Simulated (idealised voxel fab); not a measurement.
process module | voxel tone inversion
cross-section cut | 240 nm wide | cells 5 nm
A cross-section is a grid of square cells, given in bands from the top down. A band is one or more rows of cells.
Each band's line starts with the height of the band's top and of its bottom, in nm. Then come its materials from left to right, each with its width in nm. One material with "throughout" fills the band from edge to edge. "air" is empty space.
Height 0 is the level under which the wafer as received is all one material. The lowest band goes on downwards, as in "0 down".
A width such as "30 to 40" changes by the same amount from each row of cells to the next, from the band's top row to its bottom row.
"no change" after a step means that no cell of the cross-section changed.
closed voids: empty space of 8 cells or more with no open way to the top, each as width x height at its distance from the left edge, in nm
after a step's settings: what the simulator itself notes on the step
overlay nm, on a step with a mask: how far to the right of its planned place the mask lay; to the left if negative
plan
1 op RECEIVE | material Si
2 op CONFORMAL_DEP | material SiN | thk nm 5
3 op DIRECTIONAL_DEP | material aC | thk nm 20
4 op PATTERN | tone cover | mask id POSTS | material resist | width nm 15 | pitch nm 45 | thk nm 30 | overlay nm 0
5 op DIRECTIONAL_ETCH | etch materials aC | depth nm 20
6 op STRIP | etch materials resist
7 op FILL_DEP | material SiO2 | thk nm 5
8 op CMP | height nm 25
9 op STRIP | etch materials aC
10 op CONFORMAL_DEP | material TiN | thk nm 5
11 op FILL_DEP | material Ru | thk nm 5
12 op CMP | height nm 25
13 op CONFORMAL_DEP | material SiN | thk nm 5
first wafer, as planned
as received, after step 1
  0 down: Si throughout
  closed voids: none
after step 2
  5 to 0: SiN throughout
  below 0: unchanged
after step 3
  25 to 5: aC throughout
  below 5: unchanged
after step 4
  55 to 25: air 45 | resist 15 | air 30 | resist 15 | air 30 | resist 15 | air 30 | resist 15 | air 45
  below 25: unchanged
after step 5
  35 to 25: air 45 | resist 15 | air 30 | resist 15 | air 30 | resist 15 | air 30 | resist 15 | air 45
  25 to 5: air 45 | aC 15 | air 30 | aC 15 | air 30 | aC 15 | air 30 | aC 15 | air 45
  below 5: unchanged
after step 6
  25 to 5: air 45 | aC 15 | air 30 | aC 15 | air 30 | aC 15 | air 30 | aC 15 | air 45
  below 5: unchanged
after step 7
  30 to 25: SiO2 throughout
  25 to 5: SiO2 45 | aC 15 | SiO2 30 | aC 15 | SiO2 30 | aC 15 | SiO2 30 | aC 15 | SiO2 45
  below 5: unchanged
after step 8
  25 to 5: SiO2 45 | aC 15 | SiO2 30 | aC 15 | SiO2 30 | aC 15 | SiO2 30 | aC 15 | SiO2 45
  below 5: unchanged
after step 9
  25 to 5: SiO2 45 | air 15 | SiO2 30 | air 15 | SiO2 30 | air 15 | SiO2 30 | air 15 | SiO2 45
  below 5: unchanged
after step 10
  30 to 25: TiN 50 | air 5 | TiN 40 | air 5 | TiN 40 | air 5 | TiN 40 | air 5 | TiN 50
  25 to 10: SiO2 45 | TiN 5 | air 5 | TiN 5 | SiO2 30 | TiN 5 | air 5 | TiN 5 | SiO2 30 | TiN 5 | air 5 | TiN 5 | SiO2 30 | TiN 5 | air 5 | TiN 5 | SiO2 45
  10 to 5: SiO2 45 | TiN 15 | SiO2 30 | TiN 15 | SiO2 30 | TiN 15 | SiO2 30 | TiN 15 | SiO2 45
  below 5: unchanged
after step 11
  35 to 30: Ru throughout
  30 to 25: TiN 50 | Ru 5 | TiN 40 | Ru 5 | TiN 40 | Ru 5 | TiN 40 | Ru 5 | TiN 50
  25 to 10: SiO2 45 | TiN 5 | Ru 5 | TiN 5 | SiO2 30 | TiN 5 | Ru 5 | TiN 5 | SiO2 30 | TiN 5 | Ru 5 | TiN 5 | SiO2 30 | TiN 5 | Ru 5 | TiN 5 | SiO2 45
  below 10: unchanged
after step 12
  25 to 10: SiO2 45 | TiN 5 | Ru 5 | TiN 5 | SiO2 30 | TiN 5 | Ru 5 | TiN 5 | SiO2 30 | TiN 5 | Ru 5 | TiN 5 | SiO2 30 | TiN 5 | Ru 5 | TiN 5 | SiO2 45
  below 10: unchanged
after step 13
  30 to 25: SiN throughout
  below 25: unchanged
second wafer: like start, like plan, one mistake. Through step 1 it matches the first wafer
when step 2 should have ended
  20 to 0: aC throughout
  below 0: unchanged
when step 3 should have ended
  25 to 20: SiN throughout
  below 20: unchanged
when step 4 should have ended
  55 to 25: air 45 | resist 15 | air 30 | resist 15 | air 30 | resist 15 | air 30 | resist 15 | air 45
  below 25: unchanged
when step 5 should have ended
  35 to 25: air 45 | resist 15 | air 30 | resist 15 | air 30 | resist 15 | air 30 | resist 15 | air 45
  below 25: unchanged
when step 6 should have ended
  25 to 20: SiN throughout
  below 20: unchanged
when step 7 should have ended
  30 to 25: SiO2 throughout
  below 25: unchanged
when step 8 should have ended
  25 to 20: SiN throughout
  below 20: unchanged
when step 9 should have ended: no change
when step 10 should have ended
  30 to 25: TiN throughout
  below 25: unchanged
when step 11 should have ended
  35 to 30: Ru throughout
  below 30: unchanged
when step 12 should have ended
  25 to 20: SiN throughout
  below 20: unchanged
when step 13 should have ended
  30 to 20: SiN throughout
  below 20: unchanged
what went wrong: steps 2 and 3 were swapped
at the end the second wafer has, in cells: 12 fewer of Ru | 144 fewer of SiO2 | 36 fewer of TiN | 192 more of aC
